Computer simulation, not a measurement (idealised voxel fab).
Name of the process module below: voxel ribs on slabs
Cross-sectional view cut (width: 165 nm; square cell size: 5 nm).
Each cross-section below is a grid of square cells, stated as bands in top-down order, with one or more rows of cells making up each band.
Heights first: top, then bottom, in nm. Then materials, left to right, each with a width in nm. "all across" on a single material: fills the band edge to edge. "air": empty space.
Height reference: 0 = level under which incoming wafer is all one material. Lowest band: no bottom, runs on downward, e.g. "from 0 down".
A width given as "30->40" starts at the first number in the band's top row and ends at the second number in its bottom row, shifting by an equal amount at every step from row to row.
It should be understood that the words "everything unchanged", when stated for a given step, signify that the cross-section underwent no change in any of its cells during that step.
What "Completely enclosed voids" gives you is every empty space of 8 cells or more that is cut off from the top. Each appears as width x height at distance, with the distance taken from the left edge and width, height and distance all in nm.
If you see something after the settings on a step's line, that's the simulator's own remark about that step.
"overlay nm" denotes, for a step that has a mask, the displacement of the mask to the right of its planned place, with negative values corresponding to the left.
Quick note on how to read the rest: it's all pairs. You get the cross-section before a process step and the one after, but the after one only goes down as far as the lowest band that changed. The step in between, with its settings, sits under the pair. Heads up, the pairs can come from different runs of this module on the same starting wafer, so don't assume a pair picks up from the one above unless its "Pre-process" entry says it does.
Pre-process:
	from 0 down: Si all across
	Completely enclosed voids: none
Result of Step:
	from 20 to 0: SiO2 all across
	Everything under 0 stays put, no change at all.
	Completely enclosed voids: none
Step lying between the two cross-sections just above: DIRECTIONAL_DEP | material SiO2 | thk nm 20
Pre-process: see preceding pair, after cross-section.
Result of Step:
	from 40 to 20: polySi all across
	Everything under 20 stays put, no change at all.
	Completely enclosed voids: none
Step lying between the two cross-sections just above: DIRECTIONAL_DEP | material polySi | thk nm 20
Pre-process: see preceding pair, after cross-section.
Result of Step:
	from 55 to 40: air 75, then resist 15, then air 75
	Everything under 40 stays put, no change at all.
	Completely enclosed voids: none
Step lying between the two cross-sections just above: PATTERN | tone cover | mask id RIB | material resist | width nm 15 | thk nm 15 | overlay nm 0
Pre-process: see preceding pair, after cross-section.
Result of Step:
	from 55 to 40: air 75, then resist 15, then air 75
	from 40 to 25: air 75, then polySi 15, then air 75
	Everything under 25 stays put, no change at all.
	Completely enclosed voids: none
Step lying between the two cross-sections just above: DIRECTIONAL_ETCH | etch materials polySi | depth nm 15
Pre-process: see preceding pair, after cross-section.
Result of Step:
	from 40 to 25: air 75, then polySi 15, then air 75
	Everything under 25 stays put, no change at all.
	Completely enclosed voids: none
Step lying between the two cross-sections just above: STRIP | etch materials resist
Pre-process: see preceding pair, after cross-section.
Result of Step:
	from 55 to 40: air 75, then aC 15, then air 75
	from 40 to 25: aC 75, then polySi 15, then aC 75
	Everything under 25 stays put, no change at all.
	Completely enclosed voids: none
Step lying between the two cross-sections just above: DIRECTIONAL_DEP | material aC | thk nm 15
Pre-process: see preceding pair, after cross-section.
Result of Step:
	from 85 to 55: air 55, then resist 55, then air 55
	from 55 to 40: air 55, then resist 20, then aC 15, then resist 20, then air 55
	Everything under 40 stays put, no change at all.
	Completely enclosed voids: none
Step lying between the two cross-sections just above: PATTERN | tone cover | mask id SLAB | material resist | width nm 55 | thk nm 30 | overlay nm 0
Pre-process: see preceding pair, after cross-section.
Result of Step:
	from 70 to 55: air 55, then resist 55, then air 55
	from 55 to 40: air 55, then resist 20, then aC 15, then resist 20, then air 55
	from 40 to 25: air 55, then aC 20, then polySi 15, then aC 20, then air 55
	Everything under 25 stays put, no change at all.
	Completely enclosed voids: none
Step lying between the two cross-sections just above: DIRECTIONAL_ETCH | etch materials aC | depth nm 15
Pre-process: see preceding pair, after cross-section.
Result of Step:
	from 55 to 40: air 75, then aC 15, then air 75
	Everything under 40 stays put, no change at all.
	Completely enclosed voids: none
Step lying between the two cross-sections just above: STRIP | etch materials resist
Pre-process: see preceding pair, after cross-section.
Result of Step:
	from 55 to 40: air 75, then aC 15, then air 75
	from 40 to 25: air 55, then aC 20, then polySi 15, then aC 20, then air 55
	from 25 to 20: air 55, then polySi 55, then air 55
	Everything under 20 stays put, no change at all.
	Completely enclosed voids: none
Step lying between the two cross-sections just above: DIRECTIONAL_ETCH | etch materials polySi | depth nm 5
Pre-process: see preceding pair, after cross-section.
Result of Step:
	from 40 to 25: air 75, then polySi 15, then air 75
	Everything under 25 stays put, no change at all.
	Completely enclosed voids: none
Step lying between the two cross-sections just above: STRIP | etch materials aC
Pre-process: see preceding pair, after cross-section.
Result of Step:
	from 70 to 40: SiO2 all across
	from 40 to 25: SiO2 75, then polySi 15, then SiO2 75
	from 25 to 20: SiO2 55, then polySi 55, then SiO2 55
	Everything under 20 stays put, no change at all.
	Completely enclosed voids: none
Step lying between the two cross-sections just above: FILL_DEP | material SiO2 | thk nm 30
Pre-process: see preceding pair, after cross-section.
Result of Step:
	from 60 to 40: SiO2 all across
	Everything under 40 stays put, no change at all.
	Completely enclosed voids: none
Step lying between the two cross-sections just above: CMP | height nm 60
Pre-process: see preceding pair, after cross-section.
Result of Step:
	from 65 to 60: W all across
	Everything under 60 stays put, no change at all.
	Completely enclosed voids: none
Step lying between the two cross-sections just above: DIRECTIONAL_DEP | material W | thk nm 5
Pre-process: see preceding pair, after cross-section.
Result of Step:
	from 80 to 65: aC all across
	Everything under 65 stays put, no change at all.
	Completely enclosed voids: none
Step lying between the two cross-sections just above: DIRECTIONAL_DEP | material aC | thk nm 15
Pre-process: see preceding pair, after cross-section.
Result of Step:
	from 115 to 80: air 70, then resist 25, then air 70
	Everything under 80 stays put, no change at all.
	Completely enclosed voids: none
Step lying between the two cross-sections just above: PATTERN | tone cover | mask id HEATER | material resist | width nm 25 | thk nm 35 | overlay nm 0
Pre-process: see preceding pair, after cross-section.
Result of Step:
	from 100 to 80: air 70, then resist 25, then air 70
	from 80 to 65: air 70, then aC 25, then air 70
	Everything under 65 stays put, no change at all.
	Completely enclosed voids: none
Step lying between the two cross-sections just above: DIRECTIONAL_ETCH | etch materials aC | depth nm 15
Pre-process: see preceding pair, after cross-section.
Result of Step:
	from 80 to 65: air 70, then aC 25, then air 70
	Everything under 65 stays put, no change at all.
	Completely enclosed voids: none
Step lying between the two cross-sections just above: STRIP | etch materials resist
Pre-process: see preceding pair, after cross-section.
Result of Step:
	from 80 to 65: air 70, then aC 25, then air 70
	from 65 to 60: air 70, then W 25, then air 70
	Everything under 60 stays put, no change at all.
	Completely enclosed voids: none
Step lying between the two cross-sections just above: DIRECTIONAL_ETCH | etch materials W | depth nm 5
Pre-process: see preceding pair, after cross-section.
Result of Step:
	from 65 to 60: air 70, then W 25, then air 70
	Everything under 60 stays put, no change at all.
	Completely enclosed voids: none
Step lying between the two cross-sections just above: STRIP | etch materials aC
Pre-process: see preceding pair, after cross-section.
Result of Step:
	from 70 to 65: air 65, then SiO2 35, then air 65
	from 65 to 60: SiO2 70, then W 25, then SiO2 70
	Everything under 60 stays put, no change at all.
	Completely enclosed voids: none
Step lying between the two cross-sections just above: CONFORMAL_DEP | material SiO2 | thk nm 5
Pre-process:
	from 20 to 0: SiO2 all across
	from 0 down: Si all across
	Completely enclosed voids: none
Result of Step:
	from 40 to 0: SiO2 all across
	Everything under 0 stays put, no change at all.
	Completely enclosed voids: none
Step lying between the two cross-sections just above: DIRECTIONAL_DEP | material SiO2 | thk nm 20
Pre-process: see preceding pair, after cross-section.
Result of Step:
	from 60 to 40: polySi all across
	Everything under 40 stays put, no change at all.
	Completely enclosed voids: none
Step lying between the two cross-sections just above: DIRECTIONAL_DEP | material polySi | thk nm 20
Pre-process: see preceding pair, after cross-section.
Result of Step:
	from 75 to 60: air 75, then resist 15, then air 75
	Everything under 60 stays put, no change at all.
	Completely enclosed voids: none
Step lying between the two cross-sections just above: PATTERN | tone cover | mask id RIB | material resist | width nm 15 | thk nm 15 | overlay nm 0
Pre-process: see preceding pair, after cross-section.
Result of Step:
	from 75 to 60: air 75, then resist 15, then air 75
	from 60 to 45: air 75, then polySi 15, then air 75
	Everything under 45 stays put, no change at all.
	Completely enclosed voids: none
Step lying between the two cross-sections just above: DIRECTIONAL_ETCH | etch materials polySi | depth nm 15
Pre-process: see preceding pair, after cross-section.
Result of Step:
	from 60 to 45: air 75, then polySi 15, then air 75
	Everything under 45 stays put, no change at all.
	Completely enclosed voids: none
Step lying between the two cross-sections just above: STRIP | etch materials resist
Pre-process: see preceding pair, after cross-section.
Result of Step:
	from 75 to 60: air 75, then aC 15, then air 75
	from 60 to 45: aC 75, then polySi 15, then aC 75
	Everything under 45 stays put, no change at all.
	Completely enclosed voids: none
Step lying between the two cross-sections just above: DIRECTIONAL_DEP | material aC | thk nm 15
Pre-process: see preceding pair, after cross-section.
Result of Step:
	from 105 to 75: air 55, then resist 55, then air 55
	from 75 to 60: air 55, then resist 20, then aC 15, then resist 20, then air 55
	Everything under 60 stays put, no change at all.
	Completely enclosed voids: none
Step lying between the two cross-sections just above: PATTERN | tone cover | mask id SLAB | material resist | width nm 55 | thk nm 30 | overlay nm 0
Pre-process: see preceding pair, after cross-section.
Result of Step:
	from 90 to 75: air 55, then resist 55, then air 55
	from 75 to 60: air 55, then resist 20, then aC 15, then resist 20, then air 55
	from 60 to 45: air 55, then aC 20, then polySi 15, then aC 20, then air 55
	Everything under 45 stays put, no change at all.
	Completely enclosed voids: none
Step lying between the two cross-sections just above: DIRECTIONAL_ETCH | etch materials aC | depth nm 15
Pre-process: see preceding pair, after cross-section.
Result of Step:
	from 75 to 60: air 75, then aC 15, then air 75
	Everything under 60 stays put, no change at all.
	Completely enclosed voids: none
Step lying between the two cross-sections just above: STRIP | etch materials resist
Pre-process: see preceding pair, after cross-section.
Result of Step:
	from 75 to 60: air 75, then aC 15, then air 75
	from 60 to 45: air 55, then aC 20, then polySi 15, then aC 20, then air 55
	from 45 to 40: air 55, then polySi 55, then air 55
	Everything under 40 stays put, no change at all.
	Completely enclosed voids: none
Step lying between the two cross-sections just above: DIRECTIONAL_ETCH | etch materials polySi | depth nm 5
Pre-process: see preceding pair, after cross-section.
Result of Step:
	from 60 to 45: air 75, then polySi 15, then air 75
	Everything under 45 stays put, no change at all.
	Completely enclosed voids: none
Step lying between the two cross-sections just above: STRIP | etch materials aC
Pre-process: see preceding pair, after cross-section.
Result of Step:
	from 90 to 60: SiO2 all across
	from 60 to 45: SiO2 75, then polySi 15, then SiO2 75
	from 45 to 40: SiO2 55, then polySi 55, then SiO2 55
	Everything under 40 stays put, no change at all.
	Completely enclosed voids: none
Step lying between the two cross-sections just above: FILL_DEP | material SiO2 | thk nm 30
Pre-process: see preceding pair, after cross-section.
Result of Step:
	from 60 to 45: SiO2 75, then polySi 15, then SiO2 75
	Everything under 45 stays put, no change at all.
	Completely enclosed voids: none
Step lying between the two cross-sections just above: CMP | height nm 60
Pre-process: see preceding pair, after cross-section.
Result of Step:
	from 65 to 60: W all across
	Everything under 60 stays put, no change at all.
	Completely enclosed voids: none
Step lying between the two cross-sections just above: DIRECTIONAL_DEP | material W | thk nm 5
Pre-process: see preceding pair, after cross-section.
Result of Step:
	from 80 to 65: aC all across
	Everything under 65 stays put, no change at all.
	Completely enclosed voids: none
Step lying between the two cross-sections just above: DIRECTIONAL_DEP | material aC | thk nm 15
Pre-process: see preceding pair, after cross-section.
Result of Step:
	from 115 to 80: air 70, then resist 25, then air 70
	Everything under 80 stays put, no change at all.
	Completely enclosed voids: none
Step lying between the two cross-sections just above: PATTERN | tone cover | mask id HEATER | material resist | width nm 25 | thk nm 35 | overlay nm 0
Pre-process: see preceding pair, after cross-section.
Result of Step:
	from 100 to 80: air 70, then resist 25, then air 70
	from 80 to 65: air 70, then aC 25, then air 70
	Everything under 65 stays put, no change at all.
	Completely enclosed voids: none
Step lying between the two cross-sections just above: DIRECTIONAL_ETCH | etch materials aC | depth nm 15
Pre-process: see preceding pair, after cross-section.
Result of Step:
	from 80 to 65: air 70, then aC 25, then air 70
	Everything under 65 stays put, no change at all.
	Completely enclosed voids: none
Step lying between the two cross-sections just above: STRIP | etch materials resist
Pre-process: see preceding pair, after cross-section.
Result of Step:
	from 80 to 65: air 70, then aC 25, then air 70
	from 65 to 60: air 70, then W 25, then air 70
	Everything under 60 stays put, no change at all.
	Completely enclosed voids: none
Step lying between the two cross-sections just above: DIRECTIONAL_ETCH | etch materials W | depth nm 5
Pre-process: see preceding pair, after cross-section.
Result of Step:
	from 65 to 60: air 70, then W 25, then air 70
	Everything under 60 stays put, no change at all.
	Completely enclosed voids: none
Step lying between the two cross-sections just above: STRIP | etch materials aC
Pre-process: see preceding pair, after cross-section.
Result of Step:
	from 70 to 65: air 65, then SiO2 35, then air 65
	from 65 to 60: SiO2 70, then W 25, then SiO2 70
	Everything under 60 stays put, no change at all.
	Completely enclosed voids: none
Step lying between the two cross-sections just above: CONFORMAL_DEP | material SiO2 | thk nm 5
Pre-process:
	from 55 to 40: air 75, then resist 15, then air 75
	from 40 to 25: air 75, then polySi 15, then air 75
	from 25 to 20: polySi all across
	from 20 to 0: SiO2 all across
	from 0 down: Si all across
	Completely enclosed voids: none
Result of Step:
	from 70 to 55: air 75, then aC 15, then air 75
	from 55 to 40: air 75, then resist 15, then air 75
	from 40 to 25: aC 75, then polySi 15, then aC 75
	Everything under 25 stays put, no change at all.
	Completely enclosed voids: none
Step lying between the two cross-sections just above: DIRECTIONAL_DEP | material aC | thk nm 15
Pre-process: see preceding pair, after cross-section.
Result of Step:
	from 40 to 25: aC 75, then polySi 15, then aC 75
	Everything under 25 stays put, no change at all.
	Completely enclosed voids: none
Step lying between the two cross-sections just above: STRIP | etch materials resist
Pre-process: see preceding pair, after cross-section.
Result of Step:
	from 70 to 40: air 55, then resist 55, then air 55
	Everything under 40 stays put, no change at all.
	Completely enclosed voids: none
Step lying between the two cross-sections just above: PATTERN | tone cover | mask id SLAB | material resist | width nm 55 | thk nm 30 | overlay nm 0
Pre-process: see preceding pair, after cross-section.
Result of Step:
	from 55 to 40: air 55, then resist 55, then air 55
	from 40 to 25: air 55, then aC 20, then polySi 15, then aC 20, then air 55
	Everything under 25 stays put, no change at all.
	Completely enclosed voids: none
Step lying between the two cross-sections just above: DIRECTIONAL_ETCH | etch materials aC | depth nm 15
Pre-process: see preceding pair, after cross-section.
Result of Step:
	from 40 to 25: air 55, then aC 20, then polySi 15, then aC 20, then air 55
	Everything under 25 stays put, no change at all.
	Completely enclosed voids: none
Step lying between the two cross-sections just above: STRIP | etch materials resist
Pre-process: see preceding pair, after cross-section.
Result of Step:
	from 40 to 35: air 55, then aC 20, then air 15, then aC 20, then air 55
	from 35 to 25: air 55, then aC 20, then polySi 15, then aC 20, then air 55
	from 25 to 20: air 55, then polySi 55, then air 55
	Everything under 20 stays put, no change at all.
	Completely enclosed voids: none
Step lying between the two cross-sections just above: DIRECTIONAL_ETCH | etch materials polySi | depth nm 5
Pre-process: see preceding pair, after cross-section.
Result of Step:
	from 35 to 25: air 75, then polySi 15, then air 75
	Everything under 25 stays put, no change at all.
	Completely enclosed voids: none
Step lying between the two cross-sections just above: STRIP | etch materials aC
Pre-process: see preceding pair, after cross-section.
Result of Step:
	from 65 to 35: SiO2 all across
	from 35 to 25: SiO2 75, then polySi 15, then SiO2 75
	from 25 to 20: SiO2 55, then polySi 55, then SiO2 55
	Everything under 20 stays put, no change at all.
	Completely enclosed voids: none
Step lying between the two cross-sections just above: FILL_DEP | material SiO2 | thk nm 30
Pre-process: see preceding pair, after cross-section.
Result of Step:
	from 60 to 35: SiO2 all across
	Everything under 35 stays put, no change at all.
	Completely enclosed voids: none
Step lying between the two cross-sections just above: CMP | height nm 60
Pre-process: see preceding pair, after cross-section.
Result of Step:
	from 65 to 60: W all across
	Everything under 60 stays put, no change at all.
	Completely enclosed voids: none
Step lying between the two cross-sections just above: DIRECTIONAL_DEP | material W | thk nm 5
Pre-process: see preceding pair, after cross-section.
Result of Step:
	from 80 to 65: aC all across
	Everything under 65 stays put, no change at all.
	Completely enclosed voids: none
Step lying between the two cross-sections just above: DIRECTIONAL_DEP | material aC | thk nm 15
Pre-process: see preceding pair, after cross-section.
Result of Step:
	from 115 to 80: air 70, then resist 25, then air 70
	Everything under 80 stays put, no change at all.
	Completely enclosed voids: none
Step lying between the two cross-sections just above: PATTERN | tone cover | mask id HEATER | material resist | width nm 25 | thk nm 35 | overlay nm 0
Pre-process: see preceding pair, after cross-section.
Result of Step:
	from 100 to 80: air 70, then resist 25, then air 70
	from 80 to 65: air 70, then aC 25, then air 70
	Everything under 65 stays put, no change at all.
	Completely enclosed voids: none
Step lying between the two cross-sections just above: DIRECTIONAL_ETCH | etch materials aC | depth nm 15
Pre-process: see preceding pair, after cross-section.
Result of Step:
	from 80 to 65: air 70, then aC 25, then air 70
	Everything under 65 stays put, no change at all.
	Completely enclosed voids: none
Step lying between the two cross-sections just above: STRIP | etch materials resist
Pre-process: see preceding pair, after cross-section.
Result of Step:
	from 80 to 65: air 70, then aC 25, then air 70
	from 65 to 60: air 70, then W 25, then air 70
	Everything under 60 stays put, no change at all.
	Completely enclosed voids: none
Step lying between the two cross-sections just above: DIRECTIONAL_ETCH | etch materials W | depth nm 5
Pre-process: see preceding pair, after cross-section.
Result of Step:
	from 65 to 60: air 70, then W 25, then air 70
	Everything under 60 stays put, no change at all.
	Completely enclosed voids: none
Step lying between the two cross-sections just above: STRIP | etch materials aC
Pre-process: see preceding pair, after cross-section.
Result of Step:
	from 70 to 65: air 65, then SiO2 35, then air 65
	from 65 to 60: SiO2 70, then W 25, then SiO2 70
	Everything under 60 stays put, no change at all.
	Completely enclosed voids: none
Step lying between the two cross-sections just above: CONFORMAL_DEP | material SiO2 | thk nm 5
Pre-process:
	from 70 to 40: SiO2 all across
	from 40 to 25: SiO2 75, then polySi 15, then SiO2 75
	from 25 to 20: SiO2 55, then polySi 55, then SiO2 55
	from 20 to 0: SiO2 all across
	from 0 down: Si all across
	Completely enclosed voids: none
Result of Step:
	from 55 to 40: SiO2 all across
	Everything under 40 stays put, no change at all.
	Completely enclosed voids: none
Step lying between the two cross-sections just above: CMP | height nm 55
Pre-process: see preceding pair, after cross-section.
Result of Step:
	from 60 to 55: W all across
	Everything under 55 stays put, no change at all.
	Completely enclosed voids: none
Step lying between the two cross-sections just above: DIRECTIONAL_DEP | material W | thk nm 5
Pre-process: see preceding pair, after cross-section.
Result of Step:
	from 75 to 60: aC all across
	Everything under 60 stays put, no change at all.
	Completely enclosed voids: none
Step lying between the two cross-sections just above: DIRECTIONAL_DEP | material aC | thk nm 15
Pre-process: see preceding pair, after cross-section.
Result of Step:
	from 110 to 75: air 70, then resist 25, then air 70
	Everything under 75 stays put, no change at all.
	Completely enclosed voids: none
Step lying between the two cross-sections just above: PATTERN | tone cover | mask id HEATER | material resist | width nm 25 | thk nm 35 | overlay nm 0
Pre-process: see preceding pair, after cross-section.
Result of Step:
	from 95 to 75: air 70, then resist 25, then air 70
	from 75 to 60: air 70, then aC 25, then air 70
	Everything under 60 stays put, no change at all.
	Completely enclosed voids: none
Step lying between the two cross-sections just above: DIRECTIONAL_ETCH | etch materials aC | depth nm 15
Pre-process: see preceding pair, after cross-section.
Result of Step:
	from 75 to 60: air 70, then aC 25, then air 70
	Everything under 60 stays put, no change at all.
	Completely enclosed voids: none
Step lying between the two cross-sections just above: STRIP | etch materials resist
Pre-process: see preceding pair, after cross-section.
Result of Step:
	from 75 to 60: air 70, then aC 25, then air 70
	from 60 to 55: air 70, then W 25, then air 70
	Everything under 55 stays put, no change at all.
	Completely enclosed voids: none
Step lying between the two cross-sections just above: DIRECTIONAL_ETCH | etch materials W | depth nm 5
Pre-process: see preceding pair, after cross-section.
Result of Step:
	from 60 to 55: air 70, then W 25, then air 70
	Everything under 55 stays put, no change at all.
	Completely enclosed voids: none
Step lying between the two cross-sections just above: STRIP | etch materials aC
Pre-process: see preceding pair, after cross-section.
Result of Step:
	from 65 to 60: air 65, then SiO2 35, then air 65
	from 60 to 55: SiO2 70, then W 25, then SiO2 70
	Everything under 55 stays put, no change at all.
	Completely enclosed voids: none
Step lying between the two cross-sections just above: CONFORMAL_DEP | material SiO2 | thk nm 5
Pre-process:
	from 55 to 40: air 75, then aC 15, then air 75
	from 40 to 25: aC 75, then polySi 15, then aC 75
	from 25 to 20: polySi all across
	from 20 to 0: SiO2 all across
	from 0 down: Si all across
	Completely enclosed voids: none
Result of Step:
	from 85 to 55: air 55, then resist 60, then air 50
	from 55 to 40: air 55, then resist 20, then aC 15, then resist 25, then air 50
	Everything under 40 stays put, no change at all.
	Completely enclosed voids: none
Step lying between the two cross-sections just above: PATTERN | tone cover | mask id SLAB | material resist | width nm 60 | thk nm 30 | overlay nm 0
Pre-process: see preceding pair, after cross-section.
Result of Step:
	from 70 to 55: air 55, then resist 60, then air 50
	from 55 to 40: air 55, then resist 20, then aC 15, then resist 25, then air 50
	from 40 to 25: air 55, then aC 20, then polySi 15, then aC 25, then air 50
	Everything under 25 stays put, no change at all.
	Completely enclosed voids: none
Step lying between the two cross-sections just above: DIRECTIONAL_ETCH | etch materials aC | depth nm 15
Pre-process: see preceding pair, after cross-section.
Result of Step:
	from 55 to 40: air 75, then aC 15, then air 75
	Everything under 40 stays put, no change at all.
	Completely enclosed voids: none
Step lying between the two cross-sections just above: STRIP | etch materials resist
Pre-process: see preceding pair, after cross-section.
Result of Step:
	from 55 to 40: air 75, then aC 15, then air 75
	from 40 to 25: air 55, then aC 20, then polySi 15, then aC 25, then air 50
	from 25 to 20: air 55, then polySi 60, then air 50
	Everything under 20 stays put, no change at all.
	Completely enclosed voids: none
Step lying between the two cross-sections just above: DIRECTIONAL_ETCH | etch materials polySi | depth nm 5
Pre-process: see preceding pair, after cross-section.
Result of Step:
	from 40 to 25: air 75, then polySi 15, then air 75
	Everything under 25 stays put, no change at all.
	Completely enclosed voids: none
Step lying between the two cross-sections just above: STRIP | etch materials aC
Pre-process: see preceding pair, after cross-section.
Result of Step:
	from 70 to 40: SiO2 all across
	from 40 to 25: SiO2 75, then polySi 15, then SiO2 75
	from 25 to 20: SiO2 55, then polySi 60, then SiO2 50
	Everything under 20 stays put, no change at all.
	Completely enclosed voids: none
Step lying between the two cross-sections just above: FILL_DEP | material SiO2 | thk nm 30
Pre-process: see preceding pair, after cross-section.
Result of Step:
	from 60 to 40: SiO2 all across
	Everything under 40 stays put, no change at all.
	Completely enclosed voids: none
Step lying between the two cross-sections just above: CMP | height nm 60
Pre-process: see preceding pair, after cross-section.
Result of Step:
	from 65 to 60: W all across
	Everything under 60 stays put, no change at all.
	Completely enclosed voids: none
Step lying between the two cross-sections just above: DIRECTIONAL_DEP | material W | thk nm 5
Pre-process: see preceding pair, after cross-section.
Result of Step:
	from 80 to 65: aC all across
	Everything under 65 stays put, no change at all.
	Completely enclosed voids: none
Step lying between the two cross-sections just above: DIRECTIONAL_DEP | material aC | thk nm 15
Pre-process: see preceding pair, after cross-section.
Result of Step:
	from 115 to 80: air 70, then resist 25, then air 70
	Everything under 80 stays put, no change at all.
	Completely enclosed voids: none
Step lying between the two cross-sections just above: PATTERN | tone cover | mask id HEATER | material resist | width nm 25 | thk nm 35 | overlay nm 0
Pre-process: see preceding pair, after cross-section.
Result of Step:
	from 100 to 80: air 70, then resist 25, then air 70
	from 80 to 65: air 70, then aC 25, then air 70
	Everything under 65 stays put, no change at all.
	Completely enclosed voids: none
Step lying between the two cross-sections just above: DIRECTIONAL_ETCH | etch materials aC | depth nm 15
Pre-process: see preceding pair, after cross-section.
Result of Step:
	from 80 to 65: air 70, then aC 25, then air 70
	Everything under 65 stays put, no change at all.
	Completely enclosed voids: none
Step lying between the two cross-sections just above: STRIP | etch materials resist
Pre-process: see preceding pair, after cross-section.
Result of Step:
	from 80 to 65: air 70, then aC 25, then air 70
	from 65 to 60: air 70, then W 25, then air 70
	Everything under 60 stays put, no change at all.
	Completely enclosed voids: none
Step lying between the two cross-sections just above: DIRECTIONAL_ETCH | etch materials W | depth nm 5
Pre-process: see preceding pair, after cross-section.
Result of Step:
	from 65 to 60: air 70, then W 25, then air 70
	Everything under 60 stays put, no change at all.
	Completely enclosed voids: none
Step lying between the two cross-sections just above: STRIP | etch materials aC
Pre-process: see preceding pair, after cross-section.
Result of Step:
	from 70 to 65: air 65, then SiO2 35, then air 65
	from 65 to 60: SiO2 70, then W 25, then SiO2 70
	Everything under 60 stays put, no change at all.
	Completely enclosed voids: none
Step lying between the two cross-sections just above: CONFORMAL_DEP | material SiO2 | thk nm 5
Pre-process:
	from 80 to 65: aC all across
	from 65 to 60: W all across
	from 60 to 40: SiO2 all across
	from 40 to 25: SiO2 75, then polySi 15, then SiO2 75
	from 25 to 20: SiO2 55, then polySi 55, then SiO2 55
	from 20 to 0: SiO2 all across
	from 0 down: Si all across
	Completely enclosed voids: none
Result of Step:
	from 115 to 80: air 65, then resist 25, then air 75
	Everything under 80 stays put, no change at all.
	Completely enclosed voids: none
Step lying between the two cross-sections just above: PATTERN | tone cover | mask id HEATER | material resist | width nm 25 | thk nm 35 | overlay nm -5
Pre-process: see preceding pair, after cross-section.
Result of Step:
	from 100 to 80: air 65, then resist 25, then air 75
	from 80 to 65: air 65, then aC 25, then air 75
	Everything under 65 stays put, no change at all.
	Completely enclosed voids: none
Step lying between the two cross-sections just above: DIRECTIONAL_ETCH | etch materials aC | depth nm 15
Pre-process: see preceding pair, after cross-section.
Result of Step:
	from 80 to 65: air 65, then aC 25, then air 75
	Everything under 65 stays put, no change at all.
	Completely enclosed voids: none
Step lying between the two cross-sections just above: STRIP | etch materials resist
Pre-process: see preceding pair, after cross-section.
Result of Step:
	from 80 to 65: air 65, then aC 25, then air 75
	from 65 to 60: air 65, then W 25, then air 75
	Everything under 60 stays put, no change at all.
	Completely enclosed voids: none
Step lying between the two cross-sections just above: DIRECTIONAL_ETCH | etch materials W | depth nm 5
Pre-process: see preceding pair, after cross-section.
Result of Step:
	from 65 to 60: air 65, then W 25, then air 75
	Everything under 60 stays put, no change at all.
	Completely enclosed voids: none
Step lying between the two cross-sections just above: STRIP | etch materials aC
Pre-process: see preceding pair, after cross-section.
Result of Step:
	from 70 to 65: air 60, then SiO2 35, then air 70
	from 65 to 60: SiO2 65, then W 25, then SiO2 75
	Everything under 60 stays put, no change at all.
	Completely enclosed voids: none
Step lying between the two cross-sections just above: CONFORMAL_DEP | material SiO2 | thk nm 5
Pre-process:
	from 40 to 25: air 75, then polySi 15, then air 75
	from 25 to 20: air 55, then polySi 55, then air 55
	from 20 to 0: SiO2 all across
	from 0 down: Si all across
	Completely enclosed voids: none
Result of Step:
	from 70 to 20: polySi all across
	Everything under 20 stays put, no change at all.
	Completely enclosed voids: none
Step lying between the two cross-sections just above: FILL_DEP | material polySi | thk nm 30
Pre-process: see preceding pair, after cross-section.
Result of Step:
	from 60 to 20: polySi all across
	Everything under 20 stays put, no change at all.
	Completely enclosed voids: none
Step lying between the two cross-sections just above: CMP | height nm 60
Pre-process: see preceding pair, after cross-section.
Result of Step:
	from 65 to 60: W all across
	Everything under 60 stays put, no change at all.
	Completely enclosed voids: none
Step lying between the two cross-sections just above: DIRECTIONAL_DEP | material W | thk nm 5
Pre-process: see preceding pair, after cross-section.
Result of Step:
	from 80 to 65: aC all across
	Everything under 65 stays put, no change at all.
	Completely enclosed voids: none
Step lying between the two cross-sections just above: DIRECTIONAL_DEP | material aC | thk nm 15
Pre-process: see preceding pair, after cross-section.
Result of Step:
	from 115 to 80: air 70, then resist 25, then air 70
	Everything under 80 stays put, no change at all.
	Completely enclosed voids: none
Step lying between the two cross-sections just above: PATTERN | tone cover | mask id HEATER | material resist | width nm 25 | thk nm 35 | overlay nm 0
Pre-process: see preceding pair, after cross-section.
Result of Step:
	from 100 to 80: air 70, then resist 25, then air 70
	from 80 to 65: air 70, then aC 25, then air 70
	Everything under 65 stays put, no change at all.
	Completely enclosed voids: none
Step lying between the two cross-sections just above: DIRECTIONAL_ETCH | etch materials aC | depth nm 15
Pre-process: see preceding pair, after cross-section.
Result of Step:
	from 80 to 65: air 70, then aC 25, then air 70
	Everything under 65 stays put, no change at all.
	Completely enclosed voids: none
Step lying between the two cross-sections just above: STRIP | etch materials resist
Pre-process: see preceding pair, after cross-section.
Result of Step:
	from 80 to 65: air 70, then aC 25, then air 70
	from 65 to 60: air 70, then W 25, then air 70
	Everything under 60 stays put, no change at all.
	Completely enclosed voids: none
Step lying between the two cross-sections just above: DIRECTIONAL_ETCH | etch materials W | depth nm 5
Pre-process: see preceding pair, after cross-section.
Result of Step:
	from 65 to 60: air 70, then W 25, then air 70
	Everything under 60 stays put, no change at all.
	Completely enclosed voids: none
Step lying between the two cross-sections just above: STRIP | etch materials aC
Pre-process: see preceding pair, after cross-section.
Result of Step:
	from 70 to 65: air 65, then SiO2 35, then air 65
	from 65 to 60: SiO2 70, then W 25, then SiO2 70
	Everything under 60 stays put, no change at all.
	Completely enclosed voids: none
Step lying between the two cross-sections just above: CONFORMAL_DEP | material SiO2 | thk nm 5
Pre-process:
	from 55 to 40: air 75, then aC 15, then air 75
	from 40 to 25: aC 75, then polySi 15, then aC 75
	from 25 to 20: polySi all across
	from 20 to 0: SiO2 all across
	from 0 down: Si all across
	Completely enclosed voids: none
Result of Step:
	from 85 to 55: resist 55, then air 55, then resist 55
	from 55 to 40: resist 55, then air 20, then aC 15, then air 20, then resist 55
	Everything under 40 stays put, no change at all.
	Completely enclosed voids: none
Step lying between the two cross-sections just above: PATTERN | tone open | mask id SLAB | material resist | width nm 55 | thk nm 30 | overlay nm 0
Pre-process: see preceding pair, after cross-section.
Result of Step:
	from 70 to 40: resist 55, then air 55, then resist 55
	from 40 to 25: aC 55, then air 20, then polySi 15, then air 20, then aC 55
	Everything under 25 stays put, no change at all.
	Completely enclosed voids: none
Step lying between the two cross-sections just above: DIRECTIONAL_ETCH | etch materials aC | depth nm 15
Pre-process: see preceding pair, after cross-section.
Result of Step:
	from 40 to 25: aC 55, then air 20, then polySi 15, then air 20, then aC 55
	Everything under 25 stays put, no change at all.
	Completely enclosed voids: none
Step lying between the two cross-sections just above: STRIP | etch materials resist
Pre-process: see preceding pair, after cross-section.
Result of Step:
	from 40 to 35: aC 55, then air 55, then aC 55
	from 35 to 25: aC 55, then air 20, then polySi 15, then air 20, then aC 55
	from 25 to 20: polySi 55, then air 20, then polySi 15, then air 20, then polySi 55
	Everything under 20 stays put, no change at all.
	Completely enclosed voids: none
Step lying between the two cross-sections just above: DIRECTIONAL_ETCH | etch materials polySi | depth nm 5
